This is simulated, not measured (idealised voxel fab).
The document below concerns the process module designated voxel fin reveal.
It is cross-section cut that appears here, measuring 280 nm in width, its square cells being 5 nm in size.
The cross-sections in this document take the form of a grid made of square cells. They are written out as bands, in order from top to bottom. Each band consists of one or more rows of cells. Top, bottom (nm), then materials left to right with widths (nm); lone material tagged "full width" fills the whole band edge to edge; "empty" = empty space. Below 0: as-received wafer, all one material; heights counted from there. Lowest band: no bottom, goes on down, written "from 0 down". Note: "30..40" means the width goes from the first number (top row of the band) to the second number (bottom row) in equal steps per row of cells. "no modifications" means the step left every cell of the cross-section as it was. Empty spaces counting at least 8 cells and having no open way to the top are listed in "Entrapped void list". The notation width x height at distance is used for each, the distance being from the left edge and all three values in nm. Whatever follows a step's settings on its line is a remark the simulator itself makes about that step. overlay nm: on a step with a mask, how far right of its planned place the mask lay; negative means left.
## Planned process steps
1) RECEIVE, material Si
2) CONFORMAL_DEP, material SiN, thk nm 5
3) DIRECTIONAL_DEP, material aC, thk nm 15
4) PATTERN, tone cover, mask id FINS, material resist, width nm 15, pitch nm 40, thk nm 30, overlay nm 0
5) DIRECTIONAL_ETCH, etch materials aC, depth nm 15
6) STRIP, etch materials resist
7) DIRECTIONAL_ETCH, etch materials SiN, depth nm 5
8) DIRECTIONAL_ETCH, etch materials Si, depth nm 40
9) STRIP, etch materials aC
10) FILL_DEP, material SiO2, thk nm 5
11) CMP, height nm 5
12) SELECTIVE_ETCH, etch materials SiO2, depth nm 35
13) STRIP, etch materials SiN
## First of two wafers, with the run carried out as planned
## Delivered wafer in cross-section: state after step 1
    from 0 down  Si full width
    Entrapped void list: none
## After step 2, in cross-section
    from 5 to 0  SiN full width
    Unchanged below 0.
## After step 3, in cross-section
    from 20 to 5  aC full width
    Unchanged below 5.
## After step 4, in cross-section
    from 50 to 20  70 of empty / 15 of resist / 25 of empty / 15 of resist / 25 of empty / 15 of resist / 25 of empty / 15 of resist / 75 of empty
    Unchanged below 20.
## After step 5, in cross-section
    from 35 to 20  70 of empty / 15 of resist / 25 of empty / 15 of resist / 25 of empty / 15 of resist / 25 of empty / 15 of resist / 75 of empty
    from 20 to 5  70 of empty / 15 of aC / 25 of empty / 15 of aC / 25 of empty / 15 of aC / 25 of empty / 15 of aC / 75 of empty
    Unchanged below 5.
## After step 6, in cross-section
    from 20 to 5  70 of empty / 15 of aC / 25 of empty / 15 of aC / 25 of empty / 15 of aC / 25 of empty / 15 of aC / 75 of empty
    Unchanged below 5.
## After step 7, in cross-section
    from 20 to 5  70 of empty / 15 of aC / 25 of empty / 15 of aC / 25 of empty / 15 of aC / 25 of empty / 15 of aC / 75 of empty
    from 5 to 0  70 of empty / 15 of SiN / 25 of empty / 15 of SiN / 25 of empty / 15 of SiN / 25 of empty / 15 of SiN / 75 of empty
    Unchanged below 0.
## After step 8, in cross-section
    from 20 to 5  70 of empty / 15 of aC / 25 of empty / 15 of aC / 25 of empty / 15 of aC / 25 of empty / 15 of aC / 75 of empty
    from 5 to 0  70 of empty / 15 of SiN / 25 of empty / 15 of SiN / 25 of empty / 15 of SiN / 25 of empty / 15 of SiN / 75 of empty
    from 0 to -40  70 of empty / 15 of Si / 25 of empty / 15 of Si / 25 of empty / 15 of Si / 25 of empty / 15 of Si / 75 of empty
    Unchanged below -40.
## After step 9, in cross-section
    from 5 to 0  70 of empty / 15 of SiN / 25 of empty / 15 of SiN / 25 of empty / 15 of SiN / 25 of empty / 15 of SiN / 75 of empty
    Unchanged below 0.
## After step 10, in cross-section
    from 10 to 5  SiO2 full width
    from 5 to 0  70 of SiO2 / 15 of SiN / 25 of SiO2 / 15 of SiN / 25 of SiO2 / 15 of SiN / 25 of SiO2 / 15 of SiN / 75 of SiO2
    from 0 to -40  70 of SiO2 / 15 of Si / 25 of SiO2 / 15 of Si / 25 of SiO2 / 15 of Si / 25 of SiO2 / 15 of Si / 75 of SiO2
    Unchanged below -40.
## After step 11, in cross-section
    from 5 to 0  70 of SiO2 / 15 of SiN / 25 of SiO2 / 15 of SiN / 25 of SiO2 / 15 of SiN / 25 of SiO2 / 15 of SiN / 75 of SiO2
    Unchanged below 0.
## After step 12, in cross-section
    from 5 to 0  70 of empty / 15 of SiN / 25 of empty / 15 of SiN / 25 of empty / 15 of SiN / 25 of empty / 15 of SiN / 75 of empty
    from 0 to -30  70 of empty / 15 of Si / 25 of empty / 15 of Si / 25 of empty / 15 of Si / 25 of empty / 15 of Si / 75 of empty
    Unchanged below -30.
## After step 13, in cross-section
    from 0 to -30  70 of empty / 15 of Si / 25 of empty / 15 of Si / 25 of empty / 15 of Si / 25 of empty / 15 of Si / 75 of empty
    Unchanged below -30.
## The second wafer was prepared from the same starting point and under the same plan as the first; its processing contained one mistake, and it remains indistinguishable from the first wafer up to and including step 7
## Cross-section, second wafer, at the end time the plan gives for step 8
    from 20 to 5  70 of empty / 15 of aC / 25 of empty / 15 of aC / 25 of empty / 15 of aC / 25 of empty / 15 of aC / 75 of empty
    from 5 to 0  70 of empty / 15 of SiN / 25 of empty / 15 of SiN / 25 of empty / 15 of SiN / 25 of empty / 15 of SiN / 75 of empty
    from 0 to -45  70 of empty / 15 of Si / 25 of empty / 15 of Si / 25 of empty / 15 of Si / 25 of empty / 15 of Si / 75 of empty
    Unchanged below -45.
## Cross-section, second wafer, at the end time the plan gives for step 9
    from 5 to 0  70 of empty / 15 of SiN / 25 of empty / 15 of SiN / 25 of empty / 15 of SiN / 25 of empty / 15 of SiN / 75 of empty
    Unchanged below 0.
## Cross-section, second wafer, at the end time the plan gives for step 10
    from 10 to 5  SiO2 full width
    from 5 to 0  70 of SiO2 / 15 of SiN / 25 of SiO2 / 15 of SiN / 25 of SiO2 / 15 of SiN / 25 of SiO2 / 15 of SiN / 75 of SiO2
    from 0 to -45  70 of SiO2 / 15 of Si / 25 of SiO2 / 15 of Si / 25 of SiO2 / 15 of Si / 25 of SiO2 / 15 of Si / 75 of SiO2
    Unchanged below -45.
## Cross-section, second wafer, at the end time the plan gives for step 11
    from 5 to 0  70 of SiO2 / 15 of SiN / 25 of SiO2 / 15 of SiN / 25 of SiO2 / 15 of SiN / 25 of SiO2 / 15 of SiN / 75 of SiO2
    Unchanged below 0.
## Cross-section, second wafer, at the end time the plan gives for step 12
    from 5 to 0  70 of empty / 15 of SiN / 25 of empty / 15 of SiN / 25 of empty / 15 of SiN / 25 of empty / 15 of SiN / 75 of empty
    from 0 to -30  70 of empty / 15 of Si / 25 of empty / 15 of Si / 25 of empty / 15 of Si / 25 of empty / 15 of Si / 75 of empty
    Unchanged below -30.
## Cross-section, second wafer, at the end time the plan gives for step 13
    from 0 to -30  70 of empty / 15 of Si / 25 of empty / 15 of Si / 25 of empty / 15 of Si / 25 of empty / 15 of Si / 75 of empty
    Unchanged below -30.
Heads up, the wafer didn't run the way we planned it: step 8 ran as: DIRECTIONAL_ETCH, etch materials Si, depth nm 45
Cell-count delta at end, second wafer over first, by material: 44 fewer of Si; 44 more of SiO2
